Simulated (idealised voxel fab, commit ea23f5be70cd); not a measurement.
The document below concerns the process module designated voxel trench capacitor.
Displayed cross-section: cut, width of 160 nm, square cells sized 5 nm.
When this document writes out a cross-section, it uses a grid of square cells and lists it as bands, beginning at the top and moving down, with a band standing for one or more rows of cells. First you get the band's top height and its bottom height, in nm, and then the materials it's made of, left to right, with each width in nm. If you see a single material with "full width", that one covers the band edge to edge. "blank" is empty space. Beneath 0, the wafer as received is one material, and that level is where height counting begins. The lowest band goes on downward without a bottom; it is written like "0 nm and below". A width such as "30..40" changes by the same amount from each row of cells to the next, from the band's top row to its bottom row. The designation "nothing got changed", where it is given for a processing step, indicates that no cell of the cross-section was altered in the course of that step. Under "Closed void catalog" you'll find the enclosed gaps, the ones with no way out to the top, that are 8 cells or bigger; each reads width x height at distance, with distance counted from the left edge, everything in nm. What comes after the settings on a step's line is commentary from the simulator itself on that step. "overlay nm", when on a step's line for a step with a mask, measures how far to the right of its planned place the mask lay; a negative measure means to the left.

**Intended process steps**
- 1: op RECEIVE | material Si
- 2: op CONFORMAL_DEP | material SiN | thk nm 10
- 3: op MASKED_ETCH | tone open | mask id TRENCH | width nm 30 | pitch nm 45 | etch materials SiN | depth nm 10 | overlay nm 0
- 4: op MASKED_ETCH | tone open | mask id TRENCH | width nm 30 | pitch nm 45 | etch materials Si | depth nm 40 | overlay nm 0
- 5: op CONFORMAL_DEP | material Al2O3 | thk nm 5
- 6: op CONFORMAL_DEP | material TiN | thk nm 5
- 7: op FILL_DEP | material W | thk nm 5
- 8: op CMP | height nm 10

**Cross-sectional view of the wafer in its as-received condition, corresponding to the state after step 1**
- 0 nm and below  Si full width
- Closed void catalog: none

**Wafer cross-section at end of module: start and plan as shown above, one execution error**
- 10 nm to 0 nm  Al2O3 full width
- 0 nm and below  Si full width
- Closed void catalog: none
What was done differently from what was planned? step 2 went in with a setting other than planned; the actual run was op CONFORMAL_DEP | material Al2O3 | thk nm 10
